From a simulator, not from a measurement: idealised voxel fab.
Process module in this document: voxel self aligned vias
Cross-section cut: width 275 nm, square cells of 5 nm.
Heads up, the way a cross-section reads in here is a grid of square cells, handed over as bands from the top down, with every band being one or more rows of cells.
Quick guide to a band line: top height, bottom height (nm) up front; then every material left to right with its width in nm. Only one material and it's marked "full width"? Then it fills the band edge to edge. And "air" just means empty space.
Zero point of the height axis is 0; under it, received wafer = one material. Lowest band: continues down indefinitely, "0 nm and below".
Think of "30..40" as a width that walks from the first number to the second as you go down the band, top row to bottom row, taking equal-sized steps from row to row.
Step marked "nothing changed"? Then no cell in the cross-section changed in it.
If an empty space has no open way to the top and is at least 8 cells in size, "Closed internal cavities" lists it, written width x height at distance, where distance is measured from the left edge and every value is in nm.
Whatever follows a step's settings on its line is a remark the simulator itself makes about that step.
Among the settings permitted on a step's line is "overlay nm"; applied to a step with a mask, it specifies the extent to which the mask lay to the right of its planned position, whereas a negative figure signifies a position to the left.

The following list gives the planned process steps:
1: RECEIVE (material Si)
2: CONFORMAL_DEP (material SiO2; thk nm 10)
3: CONFORMAL_DEP (material SiCN; thk nm 5)
4: DIRECTIONAL_DEP (material SiO2; thk nm 20)
5: PATTERN (tone open; mask id LINES; material resist; width nm 20; pitch nm 65; thk nm 15; overlay nm 0)
6: DIRECTIONAL_ETCH (etch materials SiO2; depth nm 20)
7: STRIP (etch materials resist)
8: CONFORMAL_DEP (material TiN; thk nm 5)
9: FILL_DEP (material W; thk nm 5)
10: CMP (height nm 35)
11: SELECTIVE_ETCH (etch materials W Ru TiN; depth nm 10)
12: FILL_DEP (material SiN; thk nm 5)
13: CMP (height nm 35)
14: DIRECTIONAL_DEP (material SiO2; thk nm 15)
15: MASKED_ETCH (tone open; mask id VIAS; width nm 30; pitch nm 65; etch materials SiO2; depth nm 15; overlay nm 0)
16: MASKED_ETCH (tone open; mask id VIAS; width nm 40; pitch nm 65; etch materials SiN; depth nm 10; overlay nm 0)
17: CONFORMAL_DEP (material TiN; thk nm 5)
18: FILL_DEP (material Ru; thk nm 10)
19: CMP (height nm 50)
20: CONFORMAL_DEP (material SiN; thk nm 5)
The width nm used in step 15 is not the same on every wafer, whereas the starting condition is; the value printed in the plan is the first wafer's.

Cross-section of the first of several received wafers, showing its state after step 1:
	0 nm and below  Si full width
	Closed internal cavities: none

Quick key for the table: a row per wafer, taken at the end of the module. For each material it tells you how many cells the wafer gained (+) or lost (-) since it came in, and the closed voids come after:
width nm 30, +36 Ru, +55 SiCN, +55 SiN, +393 SiO2, +60 TiN, +6 W, Closed internal cavities: none
width nm 35, +42 Ru, +55 SiCN, +55 SiN, +384 SiO2, +63 TiN, +6 W, Closed internal cavities: none
width nm 40, +48 Ru, +55 SiCN, +55 SiN, +375 SiO2, +66 TiN, +6 W, Closed internal cavities: none
width nm 45, +54 Ru, +55 SiCN, +55 SiN, +366 SiO2, +69 TiN, +6 W, Closed internal cavities: none
width nm 50, +60 Ru, +55 SiCN, +55 SiN, +357 SiO2, +72 TiN, +6 W, Closed internal cavities: none
